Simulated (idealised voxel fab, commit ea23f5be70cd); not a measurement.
process module | voxel air gaps
cross-section cut | 180 nm wide | cells 5 nm
A cross-section is a grid of square cells, given in bands from the top down. A band is one or more rows of cells.
Each band's line starts with the height of the band's top and of its bottom, in nm. Then come its materials from left to right, each with its width in nm. One material with "throughout" fills the band from edge to edge. "air" is empty space.
Height 0 is the level under which the wafer as received is all one material. The lowest band goes on downwards, as in "0 down".
A width such as "30 to 40" changes by the same amount from each row of cells to the next, from the band's top row to its bottom row.
"no change" after a step means that no cell of the cross-section changed.
closed voids: empty space of 8 cells or more with no open way to the top, each as width x height at its distance from the left edge, in nm
after a step's settings: what the simulator itself notes on the step
overlay nm, on a step with a mask: how far to the right of its planned place the mask lay; to the left if negative
plan
1 op RECEIVE | material Si
2 op CONFORMAL_DEP | material SiO2 | thk nm 15
3 op CONFORMAL_DEP | material SiN | thk nm 5
4 op DIRECTIONAL_DEP | material SiO2 | thk nm 40
5 op PATTERN | tone open | mask id LINES | material resist | width nm 15 | pitch nm 45 | thk nm 20 | overlay nm 0
6 op DIRECTIONAL_ETCH | etch materials SiO2 | depth nm 40
7 op STRIP | etch materials resist
8 op CONFORMAL_DEP | material TiN | thk nm 5
9 op FILL_DEP | material W | thk nm 5
10 op CMP | height nm 60
11 op EPI | material Ru | thk nm 10
12 op SELECTIVE_ETCH | etch materials SiO2 | depth nm 50
13 op CONFORMAL_DEP | material SiCN | thk nm 5
first wafer, as planned
as received, after step 1
  0 down: Si throughout
  closed voids: none
after step 2
  15 to 0: SiO2 throughout
  below 0: unchanged
after step 3
  20 to 15: SiN throughout
  below 15: unchanged
after step 4
  60 to 20: SiO2 throughout
  below 20: unchanged
after step 5
  80 to 60: resist 35 | air 15 | resist 30 | air 15 | resist 30 | air 15 | resist 40
  below 60: unchanged
after step 6
  80 to 60: resist 35 | air 15 | resist 30 | air 15 | resist 30 | air 15 | resist 40
  60 to 20: SiO2 35 | air 15 | SiO2 30 | air 15 | SiO2 30 | air 15 | SiO2 40
  below 20: unchanged
after step 7
  60 to 20: SiO2 35 | air 15 | SiO2 30 | air 15 | SiO2 30 | air 15 | SiO2 40
  below 20: unchanged
after step 8
  65 to 60: TiN 40 | air 5 | TiN 40 | air 5 | TiN 40 | air 5 | TiN 45
  60 to 25: SiO2 35 | TiN 5 | air 5 | TiN 5 | SiO2 30 | TiN 5 | air 5 | TiN 5 | SiO2 30 | TiN 5 | air 5 | TiN 5 | SiO2 40
  25 to 20: SiO2 35 | TiN 15 | SiO2 30 | TiN 15 | SiO2 30 | TiN 15 | SiO2 40
  below 20: unchanged
after step 9
  70 to 65: W throughout
  65 to 60: TiN 40 | W 5 | TiN 40 | W 5 | TiN 40 | W 5 | TiN 45
  60 to 25: SiO2 35 | TiN 5 | W 5 | TiN 5 | SiO2 30 | TiN 5 | W 5 | TiN 5 | SiO2 30 | TiN 5 | W 5 | TiN 5 | SiO2 40
  below 25: unchanged
after step 10
  60 to 25: SiO2 35 | TiN 5 | W 5 | TiN 5 | SiO2 30 | TiN 5 | W 5 | TiN 5 | SiO2 30 | TiN 5 | W 5 | TiN 5 | SiO2 40
  below 25: unchanged
after step 11
  70 to 60: air 25 | Ru 35 | air 10 | Ru 35 | air 10 | Ru 35 | air 30
  below 60: unchanged
after step 12
  70 to 60: air 25 | Ru 35 | air 10 | Ru 35 | air 10 | Ru 35 | air 30
  60 to 25: air 35 | TiN 5 | W 5 | TiN 5 | air 30 | TiN 5 | W 5 | TiN 5 | air 30 | TiN 5 | W 5 | TiN 5 | air 40
  25 to 20: air 35 | TiN 15 | air 30 | TiN 15 | air 30 | TiN 15 | air 40
  below 20: unchanged
after step 13
  75 to 70: air 20 | SiCN 135 | air 25
  70 to 60: air 20 | SiCN 5 | Ru 35 | SiCN 10 | Ru 35 | SiCN 10 | Ru 35 | SiCN 5 | air 25
  60 to 55: air 20 | SiCN 15 | TiN 5 | W 5 | TiN 5 | SiCN 30 | TiN 5 | W 5 | TiN 5 | SiCN 30 | TiN 5 | W 5 | TiN 5 | SiCN 15 | air 25
  55 to 25: air 30 | SiCN 5 | TiN 5 | W 5 | TiN 5 | SiCN 5 | air 20 | SiCN 5 | TiN 5 | W 5 | TiN 5 | SiCN 5 | air 20 | SiCN 5 | TiN 5 | W 5 | TiN 5 | SiCN 5 | air 35
  25 to 20: SiCN 35 | TiN 15 | SiCN 30 | TiN 15 | SiCN 30 | TiN 15 | SiCN 40
  below 20: unchanged
  closed voids: 20 x 30 at 55; 20 x 30 at 100
second wafer: like start, like plan, one mistake. Through step 2 it matches the first wafer
when step 3 should have ended
  55 to 0: SiO2 throughout
  below 0: unchanged
when step 4 should have ended
  60 to 55: SiN throughout
  below 55: unchanged
when step 5 should have ended
  80 to 60: resist 35 | air 15 | resist 30 | air 15 | resist 30 | air 15 | resist 40
  below 60: unchanged
when step 6 should have ended: no change
when step 7 should have ended
  60 to 55: SiN throughout
  below 55: unchanged
when step 8 should have ended
  65 to 60: TiN throughout
  below 60: unchanged
when step 9 should have ended
  70 to 65: W throughout
  below 65: unchanged
when step 10 should have ended
  60 to 55: SiN throughout
  below 55: unchanged
when step 11 should have ended: no change
when step 12 should have ended: no change
when step 13 should have ended
  65 to 60: SiCN throughout
  below 60: unchanged
what went wrong: steps 3 and 4 were swapped
at the end the second wafer has, in cells: 42 fewer of Ru | 84 fewer of SiCN | 288 more of SiO2 | 51 fewer of TiN | 21 fewer of W
closed voids at the end (first wafer, second wafer): 2, 0
